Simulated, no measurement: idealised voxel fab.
process module | voxel trench capacitor
cross-section cut | 240 nm wide | cells 5 nm
A cross-section is a grid of square cells, given in bands from the top down. A band is one or more rows of cells.
Each band's line starts with the height of the band's top and of its bottom, in nm. Then come its materials from left to right, each with its width in nm. One material with "throughout" fills the band from edge to edge. "air" is empty space.
Height 0 is the level under which the wafer as received is all one material. The lowest band goes on downwards, as in "0 down".
A width such as "30 to 40" changes by the same amount from each row of cells to the next, from the band's top row to its bottom row.
"no change" after a step means that no cell of the cross-section changed.
closed voids: empty space of 8 cells or more with no open way to the top, each as width x height at its distance from the left edge, in nm
after a step's settings: what the simulator itself notes on the step
overlay nm, on a step with a mask: how far to the right of its planned place the mask lay; to the left if negative
plan
1 op RECEIVE | material Si
2 op CONFORMAL_DEP | material SiN | thk nm 10
3 op MASKED_ETCH | tone open | mask id TRENCH | width nm 30 | pitch nm 60 | etch materials SiN | depth nm 10 | overlay nm 0
4 op MASKED_ETCH | tone open | mask id TRENCH | width nm 30 | pitch nm 60 | etch materials Si | depth nm 30 | overlay nm 0
5 op CONFORMAL_DEP | material Al2O3 | thk nm 5
6 op CONFORMAL_DEP | material TiN | thk nm 5
7 op FILL_DEP | material W | thk nm 10
8 op CMP | height nm 10
as received, after step 1
  0 down: Si throughout
  closed voids: none
a wafer at the end: this start, this plan, one mistake
  10 to 0: SiN 45 | TiN 5 | W 20 | TiN 5 | SiN 30 | TiN 5 | W 20 | TiN 5 | SiN 30 | TiN 5 | W 20 | TiN 5 | SiN 45
  0 to -25: Si 45 | TiN 5 | W 20 | TiN 5 | Si 30 | TiN 5 | W 20 | TiN 5 | Si 30 | TiN 5 | W 20 | TiN 5 | Si 45
  -25 to -30: Si 45 | TiN 30 | Si 30 | TiN 30 | Si 30 | TiN 30 | Si 45
  -30 down: Si throughout
  closed voids: none
what went wrong: step 5 was left out
